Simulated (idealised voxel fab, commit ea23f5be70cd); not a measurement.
process module | voxel quadruple lines
cross-section cut | 290 nm wide | cells 5 nm
A cross-section is a grid of square cells, given in bands from the top down. A band is one or more rows of cells.
Each band's line starts with the height of the band's top and of its bottom, in nm. Then come its materials from left to right, each with its width in nm. One material with "throughout" fills the band from edge to edge. "air" is empty space.
Height 0 is the level under which the wafer as received is all one material. The lowest band goes on downwards, as in "0 down".
A width such as "30 to 40" changes by the same amount from each row of cells to the next, from the band's top row to its bottom row.
"no change" after a step means that no cell of the cross-section changed.
closed voids: empty space of 8 cells or more with no open way to the top, each as width x height at its distance from the left edge, in nm
after a step's settings: what the simulator itself notes on the step
overlay nm, on a step with a mask: how far to the right of its planned place the mask lay; to the left if negative
Each pair below shows a cross-section before one step and the cross-section after it, down to the lowest band that changed. The line under each pair gives the step between them, with its settings. The pairs can come from different runs of this module on the same starting wafer, so a pair continues from the pair above only where its "before" says so.
before
  0 down: Si throughout
  closed voids: none
after
  10 to 0: SiO2 throughout
  below 0: unchanged
  closed voids: none
the step between: op CONFORMAL_DEP | material SiO2 | thk nm 10
before: the cross-section after the pair above
after
  20 to 10: Ru throughout
  below 10: unchanged
  closed voids: none
the step between: op DIRECTIONAL_DEP | material Ru | thk nm 10
before: the cross-section after the pair above
after
  35 to 20: polySi throughout
  below 20: unchanged
  closed voids: none
the step between: op DIRECTIONAL_DEP | material polySi | thk nm 15
before: the cross-section after the pair above
after
  55 to 35: aC throughout
  below 35: unchanged
  closed voids: none
the step between: op DIRECTIONAL_DEP | material aC | thk nm 20
before: the cross-section after the pair above
after
  80 to 55: air 135 | resist 20 | air 135
  below 55: unchanged
  closed voids: none
the step between: op PATTERN | tone cover | mask id MANDREL | material resist | width nm 20 | thk nm 25 | overlay nm 0
before: the cross-section after the pair above
after
  60 to 55: air 135 | resist 20 | air 135
  55 to 35: air 135 | aC 20 | air 135
  below 35: unchanged
  closed voids: none
the step between: op DIRECTIONAL_ETCH | etch materials aC | depth nm 20
before: the cross-section after the pair above
after
  55 to 35: air 135 | aC 20 | air 135
  below 35: unchanged
  closed voids: none
the step between: op STRIP | etch materials resist
before: the cross-section after the pair above
after
  65 to 55: air 125 | SiO2 40 | air 125
  55 to 45: air 125 | SiO2 10 | aC 20 | SiO2 10 | air 125
  45 to 35: SiO2 135 | aC 20 | SiO2 135
  below 35: unchanged
  closed voids: none
the step between: op CONFORMAL_DEP | material SiO2 | thk nm 10
before: the cross-section after the pair above
after
  55 to 35: air 125 | SiO2 10 | aC 20 | SiO2 10 | air 125
  below 35: unchanged
  closed voids: none
the step between: op DIRECTIONAL_ETCH | etch materials SiO2 | depth nm 10
before: the cross-section after the pair above
after
  55 to 35: air 125 | SiO2 10 | air 20 | SiO2 10 | air 125
  below 35: unchanged
  closed voids: none
the step between: op STRIP | etch materials aC
before: the cross-section after the pair above
after
  55 to 35: air 125 | SiO2 10 | air 20 | SiO2 10 | air 125
  35 to 20: air 125 | polySi 10 | air 20 | polySi 10 | air 125
  below 20: unchanged
  closed voids: none
the step between: op DIRECTIONAL_ETCH | etch materials polySi | depth nm 15
before: the cross-section after the pair above
after
  35 to 20: air 125 | polySi 10 | air 20 | polySi 10 | air 125
  below 20: unchanged
  closed voids: none
the step between: op STRIP | etch materials SiO2
before: the cross-section after the pair above
after
  40 to 35: air 120 | SiCN 20 | air 10 | SiCN 20 | air 120
  35 to 25: air 120 | SiCN 5 | polySi 10 | SiCN 5 | air 10 | SiCN 5 | polySi 10 | SiCN 5 | air 120
  25 to 20: SiCN 125 | polySi 10 | SiCN 20 | polySi 10 | SiCN 125
  below 20: unchanged
  closed voids: none
the step between: op CONFORMAL_DEP | material SiCN | thk nm 5
before: the cross-section after the pair above
after
  35 to 20: air 120 | SiCN 5 | polySi 10 | SiCN 5 | air 10 | SiCN 5 | polySi 10 | SiCN 5 | air 120
  below 20: unchanged
  closed voids: none
the step between: op DIRECTIONAL_ETCH | etch materials SiCN | depth nm 5
before: the cross-section after the pair above
after
  35 to 20: air 120 | SiCN 5 | air 10 | SiCN 5 | air 10 | SiCN 5 | air 10 | SiCN 5 | air 120
  below 20: unchanged
  closed voids: none
the step between: op STRIP | etch materials polySi
before: the cross-section after the pair above
after
  35 to 20: air 120 | SiCN 5 | air 10 | SiCN 5 | air 10 | SiCN 5 | air 10 | SiCN 5 | air 120
  20 to 10: air 120 | Ru 5 | air 10 | Ru 5 | air 10 | Ru 5 | air 10 | Ru 5 | air 120
  below 10: unchanged
  closed voids: none
the step between: op DIRECTIONAL_ETCH | etch materials Ru | depth nm 10
before: the cross-section after the pair above
after
  20 to 10: air 120 | Ru 5 | air 10 | Ru 5 | air 10 | Ru 5 | air 10 | Ru 5 | air 120
  below 10: unchanged
  closed voids: none
the step between: op STRIP | etch materials SiCN
before: the cross-section after the pair above
after
  30 to 20: SiO2 throughout
  20 to 10: SiO2 120 | Ru 5 | SiO2 10 | Ru 5 | SiO2 10 | Ru 5 | SiO2 10 | Ru 5 | SiO2 120
  below 10: unchanged
  closed voids: none
the step between: op FILL_DEP | material SiO2 | thk nm 10
before: the cross-section after the pair above
after
  20 to 10: SiO2 120 | Ru 5 | SiO2 10 | Ru 5 | SiO2 10 | Ru 5 | SiO2 10 | Ru 5 | SiO2 120
  below 10: unchanged
  closed voids: none
the step between: op CMP | height nm 20
before
  0 down: Si throughout
  closed voids: none
after
  10 to 0: Ru throughout
  below 0: unchanged
  closed voids: none
the step between: op DIRECTIONAL_DEP | material Ru | thk nm 10
before: the cross-section after the pair above
after
  25 to 10: polySi throughout
  below 10: unchanged
  closed voids: none
the step between: op DIRECTIONAL_DEP | material polySi | thk nm 15
before: the cross-section after the pair above
after
  45 to 25: aC throughout
  below 25: unchanged
  closed voids: none
the step between: op DIRECTIONAL_DEP | material aC | thk nm 20
before: the cross-section after the pair above
after
  70 to 45: air 135 | resist 20 | air 135
  below 45: unchanged
  closed voids: none
the step between: op PATTERN | tone cover | mask id MANDREL | material resist | width nm 20 | thk nm 25 | overlay nm 0
before: the cross-section after the pair above
after
  50 to 45: air 135 | resist 20 | air 135
  45 to 25: air 135 | aC 20 | air 135
  below 25: unchanged
  closed voids: none
the step between: op DIRECTIONAL_ETCH | etch materials aC | depth nm 20
before: the cross-section after the pair above
after
  45 to 25: air 135 | aC 20 | air 135
  below 25: unchanged
  closed voids: none
the step between: op STRIP | etch materials resist
before: the cross-section after the pair above
after
  55 to 45: air 125 | SiO2 40 | air 125
  45 to 35: air 125 | SiO2 10 | aC 20 | SiO2 10 | air 125
  35 to 25: SiO2 135 | aC 20 | SiO2 135
  below 25: unchanged
  closed voids: none
the step between: op CONFORMAL_DEP | material SiO2 | thk nm 10
before: the cross-section after the pair above
after
  45 to 25: air 125 | SiO2 10 | aC 20 | SiO2 10 | air 125
  below 25: unchanged
  closed voids: none
the step between: op DIRECTIONAL_ETCH | etch materials SiO2 | depth nm 10
before: the cross-section after the pair above
after
  45 to 25: air 125 | SiO2 10 | air 20 | SiO2 10 | air 125
  below 25: unchanged
  closed voids: none
the step between: op STRIP | etch materials aC
before: the cross-section after the pair above
after
  45 to 25: air 125 | SiO2 10 | air 20 | SiO2 10 | air 125
  25 to 10: air 125 | polySi 10 | air 20 | polySi 10 | air 125
  below 10: unchanged
  closed voids: none
the step between: op DIRECTIONAL_ETCH | etch materials polySi | depth nm 15
before: the cross-section after the pair above
after
  25 to 10: air 125 | polySi 10 | air 20 | polySi 10 | air 125
  below 10: unchanged
  closed voids: none
the step between: op STRIP | etch materials SiO2
before: the cross-section after the pair above
after
  30 to 25: air 120 | SiCN 20 | air 10 | SiCN 20 | air 120
  25 to 15: air 120 | SiCN 5 | polySi 10 | SiCN 5 | air 10 | SiCN 5 | polySi 10 | SiCN 5 | air 120
  15 to 10: SiCN 125 | polySi 10 | SiCN 20 | polySi 10 | SiCN 125
  below 10: unchanged
  closed voids: none
the step between: op CONFORMAL_DEP | material SiCN | thk nm 5
before: the cross-section after the pair above
after
  25 to 10: air 120 | SiCN 5 | polySi 10 | SiCN 5 | air 10 | SiCN 5 | polySi 10 | SiCN 5 | air 120
  below 10: unchanged
  closed voids: none
the step between: op DIRECTIONAL_ETCH | etch materials SiCN | depth nm 5
before: the cross-section after the pair above
after
  25 to 10: air 120 | SiCN 5 | air 10 | SiCN 5 | air 10 | SiCN 5 | air 10 | SiCN 5 | air 120
  below 10: unchanged
  closed voids: none
the step between: op STRIP | etch materials polySi
before: the cross-section after the pair above
after
  25 to 10: air 120 | SiCN 5 | air 10 | SiCN 5 | air 10 | SiCN 5 | air 10 | SiCN 5 | air 120
  10 to 0: air 120 | Ru 5 | air 10 | Ru 5 | air 10 | Ru 5 | air 10 | Ru 5 | air 120
  below 0: unchanged
  closed voids: none
the step between: op DIRECTIONAL_ETCH | etch materials Ru | depth nm 10
before: the cross-section after the pair above
after
  10 to 0: air 120 | Ru 5 | air 10 | Ru 5 | air 10 | Ru 5 | air 10 | Ru 5 | air 120
  below 0: unchanged
  closed voids: none
the step between: op STRIP | etch materials SiCN
before: the cross-section after the pair above
after
  20 to 10: SiO2 throughout
  10 to 0: SiO2 120 | Ru 5 | SiO2 10 | Ru 5 | SiO2 10 | Ru 5 | SiO2 10 | Ru 5 | SiO2 120
  below 0: unchanged
  closed voids: none
the step between: op FILL_DEP | material SiO2 | thk nm 10
before
  10 to 0: SiO2 throughout
  0 down: Si throughout
  closed voids: none
after
  25 to 10: polySi throughout
  below 10: unchanged
  closed voids: none
the step between: op DIRECTIONAL_DEP | material polySi | thk nm 15
before: the cross-section after the pair above
after
  35 to 25: Ru throughout
  below 25: unchanged
  closed voids: none
the step between: op DIRECTIONAL_DEP | material Ru | thk nm 10
before: the cross-section after the pair above
after
  55 to 35: aC throughout
  below 35: unchanged
  closed voids: none
the step between: op DIRECTIONAL_DEP | material aC | thk nm 20
before: the cross-section after the pair above
after
  80 to 55: air 135 | resist 20 | air 135
  below 55: unchanged
  closed voids: none
the step between: op PATTERN | tone cover | mask id MANDREL | material resist | width nm 20 | thk nm 25 | overlay nm 0
before: the cross-section after the pair above
after
  60 to 55: air 135 | resist 20 | air 135
  55 to 35: air 135 | aC 20 | air 135
  below 35: unchanged
  closed voids: none
the step between: op DIRECTIONAL_ETCH | etch materials aC | depth nm 20
before: the cross-section after the pair above
after
  55 to 35: air 135 | aC 20 | air 135
  below 35: unchanged
  closed voids: none
the step between: op STRIP | etch materials resist
before: the cross-section after the pair above
after
  65 to 55: air 125 | SiO2 40 | air 125
  55 to 45: air 125 | SiO2 10 | aC 20 | SiO2 10 | air 125
  45 to 35: SiO2 135 | aC 20 | SiO2 135
  below 35: unchanged
  closed voids: none
the step between: op CONFORMAL_DEP | material SiO2 | thk nm 10
before: the cross-section after the pair above
after
  55 to 35: air 125 | SiO2 10 | aC 20 | SiO2 10 | air 125
  below 35: unchanged
  closed voids: none
the step between: op DIRECTIONAL_ETCH | etch materials SiO2 | depth nm 10
before: the cross-section after the pair above
after
  55 to 35: air 125 | SiO2 10 | air 20 | SiO2 10 | air 125
  below 35: unchanged
  closed voids: none
the step between: op STRIP | etch materials aC
before: the cross-section after the pair above
after
  35 to 25: Ru throughout
  below 25: unchanged
  closed voids: none
the step between: op STRIP | etch materials SiO2
before: the cross-section after the pair above
after
  40 to 35: SiCN throughout
  below 35: unchanged
  closed voids: none
the step between: op CONFORMAL_DEP | material SiCN | thk nm 5
before: the cross-section after the pair above
after
  35 to 25: Ru throughout
  below 25: unchanged
  closed voids: none
the step between: op DIRECTIONAL_ETCH | etch materials SiCN | depth nm 5
before: the cross-section after the pair above
after
  25 to 10: polySi throughout
  below 10: unchanged
  closed voids: none
the step between: op DIRECTIONAL_ETCH | etch materials Ru | depth nm 10
before: the cross-section after the pair above
after
  35 to 25: SiO2 throughout
  below 25: unchanged
  closed voids: none
the step between: op FILL_DEP | material SiO2 | thk nm 10
before: the cross-section after the pair above
after
  20 to 10: polySi throughout
  below 10: unchanged
  closed voids: none
the step between: op CMP | height nm 20
before
  30 to 20: SiO2 throughout
  20 to 10: SiO2 120 | Ru 5 | SiO2 10 | Ru 5 | SiO2 10 | Ru 5 | SiO2 10 | Ru 5 | SiO2 120
  10 to 0: SiO2 throughout
  0 down: Si throughout
  closed voids: none
after
  10 to 0: SiO2 throughout
  below 0: unchanged
  closed voids: none
the step between: op CMP | height nm 10
before
  55 to 35: aC throughout
  35 to 20: polySi throughout
  20 to 10: Ru throughout
  10 to 0: SiO2 throughout
  0 down: Si throughout
  closed voids: none
after
  80 to 55: air 135 | resist 25 | air 130
  below 55: unchanged
  closed voids: none
the step between: op PATTERN | tone cover | mask id MANDREL | material resist | width nm 25 | thk nm 25 | overlay nm 0
before: the cross-section after the pair above
after
  60 to 55: air 135 | resist 25 | air 130
  55 to 35: air 135 | aC 25 | air 130
  below 35: unchanged
  closed voids: none
the step between: op DIRECTIONAL_ETCH | etch materials aC | depth nm 20
before: the cross-section after the pair above
after
  55 to 35: air 135 | aC 25 | air 130
  below 35: unchanged
  closed voids: none
the step between: op STRIP | etch materials resist
before: the cross-section after the pair above
after
  65 to 55: air 125 | SiO2 45 | air 120
  55 to 45: air 125 | SiO2 10 | aC 25 | SiO2 10 | air 120
  45 to 35: SiO2 135 | aC 25 | SiO2 130
  below 35: unchanged
  closed voids: none
the step between: op CONFORMAL_DEP | material SiO2 | thk nm 10
before: the cross-section after the pair above
after
  55 to 35: air 125 | SiO2 10 | aC 25 | SiO2 10 | air 120
  below 35: unchanged
  closed voids: none
the step between: op DIRECTIONAL_ETCH | etch materials SiO2 | depth nm 10
before: the cross-section after the pair above
after
  55 to 35: air 125 | SiO2 10 | air 25 | SiO2 10 | air 120
  below 35: unchanged
  closed voids: none
the step between: op STRIP | etch materials aC
before: the cross-section after the pair above
after
  55 to 35: air 125 | SiO2 10 | air 25 | SiO2 10 | air 120
  35 to 20: air 125 | polySi 10 | air 25 | polySi 10 | air 120
  below 20: unchanged
  closed voids: none
the step between: op DIRECTIONAL_ETCH | etch materials polySi | depth nm 15
before: the cross-section after the pair above
after
  35 to 20: air 125 | polySi 10 | air 25 | polySi 10 | air 120
  below 20: unchanged
  closed voids: none
the step between: op STRIP | etch materials SiO2
before: the cross-section after the pair above
after
  40 to 35: air 120 | SiCN 20 | air 15 | SiCN 20 | air 115
  35 to 25: air 120 | SiCN 5 | polySi 10 | SiCN 5 | air 15 | SiCN 5 | polySi 10 | SiCN 5 | air 115
  25 to 20: SiCN 125 | polySi 10 | SiCN 25 | polySi 10 | SiCN 120
  below 20: unchanged
  closed voids: none
the step between: op CONFORMAL_DEP | material SiCN | thk nm 5
before: the cross-section after the pair above
after
  35 to 20: air 120 | SiCN 5 | polySi 10 | SiCN 5 | air 15 | SiCN 5 | polySi 10 | SiCN 5 | air 115
  below 20: unchanged
  closed voids: none
the step between: op DIRECTIONAL_ETCH | etch materials SiCN | depth nm 5
before: the cross-section after the pair above
after
  35 to 20: air 120 | SiCN 5 | air 10 | SiCN 5 | air 15 | SiCN 5 | air 10 | SiCN 5 | air 115
  below 20: unchanged
  closed voids: none
the step between: op STRIP | etch materials polySi
before: the cross-section after the pair above
after
  35 to 20: air 120 | SiCN 5 | air 10 | SiCN 5 | air 15 | SiCN 5 | air 10 | SiCN 5 | air 115
  20 to 10: air 120 | Ru 5 | air 10 | Ru 5 | air 15 | Ru 5 | air 10 | Ru 5 | air 115
  below 10: unchanged
  closed voids: none
the step between: op DIRECTIONAL_ETCH | etch materials Ru | depth nm 10
before: the cross-section after the pair above
after
  20 to 10: air 120 | Ru 5 | air 10 | Ru 5 | air 15 | Ru 5 | air 10 | Ru 5 | air 115
  below 10: unchanged
  closed voids: none
the step between: op STRIP | etch materials SiCN
before: the cross-section after the pair above
after
  30 to 20: SiO2 throughout
  20 to 10: SiO2 120 | Ru 5 | SiO2 10 | Ru 5 | SiO2 15 | Ru 5 | SiO2 10 | Ru 5 | SiO2 115
  below 10: unchanged
  closed voids: none
the step between: op FILL_DEP | material SiO2 | thk nm 10
before: the cross-section after the pair above
after
  20 to 10: SiO2 120 | Ru 5 | SiO2 10 | Ru 5 | SiO2 15 | Ru 5 | SiO2 10 | Ru 5 | SiO2 115
  below 10: unchanged
  closed voids: none
the step between: op CMP | height nm 20
before
  55 to 35: aC throughout
  35 to 20: polySi throughout
  20 to 10: Ru throughout
  10 to 0: SiO2 throughout
  0 down: Si throughout
  closed voids: none
after
  80 to 55: air 145 | resist 20 | air 125
  below 55: unchanged
  closed voids: none
the step between: op PATTERN | tone cover | mask id MANDREL | material resist | width nm 20 | thk nm 25 | overlay nm 10
before: the cross-section after the pair above
after
  60 to 55: air 145 | resist 20 | air 125
  55 to 35: air 145 | aC 20 | air 125
  below 35: unchanged
  closed voids: none
the step between: op DIRECTIONAL_ETCH | etch materials aC | depth nm 20
before: the cross-section after the pair above
after
  55 to 35: air 145 | aC 20 | air 125
  below 35: unchanged
  closed voids: none
the step between: op STRIP | etch materials resist
before: the cross-section after the pair above
after
  65 to 55: air 135 | SiO2 40 | air 115
  55 to 45: air 135 | SiO2 10 | aC 20 | SiO2 10 | air 115
  45 to 35: SiO2 145 | aC 20 | SiO2 125
  below 35: unchanged
  closed voids: none
the step between: op CONFORMAL_DEP | material SiO2 | thk nm 10
before: the cross-section after the pair above
after
  55 to 35: air 135 | SiO2 10 | aC 20 | SiO2 10 | air 115
  below 35: unchanged
  closed voids: none
the step between: op DIRECTIONAL_ETCH | etch materials SiO2 | depth nm 10
before: the cross-section after the pair above
after
  55 to 35: air 135 | SiO2 10 | air 20 | SiO2 10 | air 115
  below 35: unchanged
  closed voids: none
the step between: op STRIP | etch materials aC
before: the cross-section after the pair above
after
  55 to 35: air 135 | SiO2 10 | air 20 | SiO2 10 | air 115
  35 to 20: air 135 | polySi 10 | air 20 | polySi 10 | air 115
  below 20: unchanged
  closed voids: none
the step between: op DIRECTIONAL_ETCH | etch materials polySi | depth nm 15
before: the cross-section after the pair above
after
  35 to 20: air 135 | polySi 10 | air 20 | polySi 10 | air 115
  below 20: unchanged
  closed voids: none
the step between: op STRIP | etch materials SiO2
before: the cross-section after the pair above
after
  40 to 35: air 130 | SiCN 20 | air 10 | SiCN 20 | air 110
  35 to 25: air 130 | SiCN 5 | polySi 10 | SiCN 5 | air 10 | SiCN 5 | polySi 10 | SiCN 5 | air 110
  25 to 20: SiCN 135 | polySi 10 | SiCN 20 | polySi 10 | SiCN 115
  below 20: unchanged
  closed voids: none
the step between: op CONFORMAL_DEP | material SiCN | thk nm 5
before: the cross-section after the pair above
after
  35 to 20: air 130 | SiCN 5 | polySi 10 | SiCN 5 | air 10 | SiCN 5 | polySi 10 | SiCN 5 | air 110
  below 20: unchanged
  closed voids: none
the step between: op DIRECTIONAL_ETCH | etch materials SiCN | depth nm 5
before: the cross-section after the pair above
after
  35 to 20: air 130 | SiCN 5 | air 10 | SiCN 5 | air 10 | SiCN 5 | air 10 | SiCN 5 | air 110
  below 20: unchanged
  closed voids: none
the step between: op STRIP | etch materials polySi
before: the cross-section after the pair above
after
  35 to 20: air 130 | SiCN 5 | air 10 | SiCN 5 | air 10 | SiCN 5 | air 10 | SiCN 5 | air 110
  20 to 10: air 130 | Ru 5 | air 10 | Ru 5 | air 10 | Ru 5 | air 10 | Ru 5 | air 110
  below 10: unchanged
  closed voids: none
the step between: op DIRECTIONAL_ETCH | etch materials Ru | depth nm 10
before: the cross-section after the pair above
after
  20 to 10: air 130 | Ru 5 | air 10 | Ru 5 | air 10 | Ru 5 | air 10 | Ru 5 | air 110
  below 10: unchanged
  closed voids: none
the step between: op STRIP | etch materials SiCN
before: the cross-section after the pair above
after
  30 to 20: SiO2 throughout
  20 to 10: SiO2 130 | Ru 5 | SiO2 10 | Ru 5 | SiO2 10 | Ru 5 | SiO2 10 | Ru 5 | SiO2 110
  below 10: unchanged
  closed voids: none
the step between: op FILL_DEP | material SiO2 | thk nm 10
before: the cross-section after the pair above
after
  20 to 10: SiO2 130 | Ru 5 | SiO2 10 | Ru 5 | SiO2 10 | Ru 5 | SiO2 10 | Ru 5 | SiO2 110
  below 10: unchanged
  closed voids: none
the step between: op CMP | height nm 20
before
  35 to 20: air 120 | SiCN 5 | polySi 10 | SiCN 5 | air 10 | SiCN 5 | polySi 10 | SiCN 5 | air 120
  20 to 10: Ru throughout
  10 to 0: SiO2 throughout
  0 down: Si throughout
  closed voids: none
after
  35 to 20: air 125 | polySi 10 | air 20 | polySi 10 | air 125
  below 20: unchanged
  closed voids: none
the step between: op STRIP | etch materials SiCN
before: the cross-section after the pair above
after
  35 to 20: air 125 | polySi 10 | air 20 | polySi 10 | air 125
  20 to 10: air 125 | Ru 10 | air 20 | Ru 10 | air 125
  below 10: unchanged
  closed voids: none
the step between: op DIRECTIONAL_ETCH | etch materials Ru | depth nm 10
before: the cross-section after the pair above
after
  45 to 35: SiO2 throughout
  35 to 20: SiO2 125 | polySi 10 | SiO2 20 | polySi 10 | SiO2 125
  20 to 10: SiO2 125 | Ru 10 | SiO2 20 | Ru 10 | SiO2 125
  below 10: unchanged
  closed voids: none
the step between: op FILL_DEP | material SiO2 | thk nm 10
before: the cross-section after the pair above
after
  20 to 10: SiO2 125 | Ru 10 | SiO2 20 | Ru 10 | SiO2 125
  below 10: unchanged
  closed voids: none
the step between: op CMP | height nm 20
before
  55 to 35: aC throughout
  35 to 20: polySi throughout
  20 to 10: Ru throughout
  10 to 0: SiO2 throughout
  0 down: Si throughout
  closed voids: none
after
  80 to 55: resist 135 | air 20 | resist 135
  below 55: unchanged
  closed voids: none
the step between: op PATTERN | tone open | mask id MANDREL | material resist | width nm 20 | thk nm 25 | overlay nm 0
before: the cross-section after the pair above
after
  60 to 55: resist 135 | air 20 | resist 135
  55 to 35: aC 135 | air 20 | aC 135
  below 35: unchanged
  closed voids: none
the step between: op DIRECTIONAL_ETCH | etch materials aC | depth nm 20
before: the cross-section after the pair above
after
  55 to 35: aC 135 | air 20 | aC 135
  below 35: unchanged
  closed voids: none
the step between: op STRIP | etch materials resist
before: the cross-section after the pair above
after
  65 to 55: SiO2 throughout
  55 to 35: aC 135 | SiO2 20 | aC 135
  below 35: unchanged
  closed voids: none
the step between: op CONFORMAL_DEP | material SiO2 | thk nm 10
before: the cross-section after the pair above
after
  55 to 35: aC 135 | SiO2 20 | aC 135
  below 35: unchanged
  closed voids: none
the step between: op DIRECTIONAL_ETCH | etch materials SiO2 | depth nm 10
before: the cross-section after the pair above
after
  55 to 35: air 135 | SiO2 20 | air 135
  below 35: unchanged
  closed voids: none
the step between: op STRIP | etch materials aC
before: the cross-section after the pair above
after
  55 to 35: air 135 | SiO2 20 | air 135
  35 to 20: air 135 | polySi 20 | air 135
  below 20: unchanged
  closed voids: none
the step between: op DIRECTIONAL_ETCH | etch materials polySi | depth nm 15
before: the cross-section after the pair above
after
  35 to 20: air 135 | polySi 20 | air 135
  below 20: unchanged
  closed voids: none
the step between: op STRIP | etch materials SiO2
before: the cross-section after the pair above
after
  40 to 35: air 130 | SiCN 30 | air 130
  35 to 25: air 130 | SiCN 5 | polySi 20 | SiCN 5 | air 130
  25 to 20: SiCN 135 | polySi 20 | SiCN 135
  below 20: unchanged
  closed voids: none
the step between: op CONFORMAL_DEP | material SiCN | thk nm 5
before: the cross-section after the pair above
after
  35 to 20: air 130 | SiCN 5 | polySi 20 | SiCN 5 | air 130
  below 20: unchanged
  closed voids: none
the step between: op DIRECTIONAL_ETCH | etch materials SiCN | depth nm 5
before: the cross-section after the pair above
after
  35 to 20: air 130 | SiCN 5 | air 20 | SiCN 5 | air 130
  below 20: unchanged
  closed voids: none
the step between: op STRIP | etch materials polySi
before: the cross-section after the pair above
after
  35 to 20: air 130 | SiCN 5 | air 20 | SiCN 5 | air 130
  20 to 10: air 130 | Ru 5 | air 20 | Ru 5 | air 130
  below 10: unchanged
  closed voids: none
the step between: op DIRECTIONAL_ETCH | etch materials Ru | depth nm 10
before: the cross-section after the pair above
after
  20 to 10: air 130 | Ru 5 | air 20 | Ru 5 | air 130
  below 10: unchanged
  closed voids: none
the step between: op STRIP | etch materials SiCN
before: the cross-section after the pair above
after
  30 to 20: SiO2 throughout
  20 to 10: SiO2 130 | Ru 5 | SiO2 20 | Ru 5 | SiO2 130
  below 10: unchanged
  closed voids: none
the step between: op FILL_DEP | material SiO2 | thk nm 10
before: the cross-section after the pair above
after
  20 to 10: SiO2 130 | Ru 5 | SiO2 20 | Ru 5 | SiO2 130
  below 10: unchanged
  closed voids: none
the step between: op CMP | height nm 20
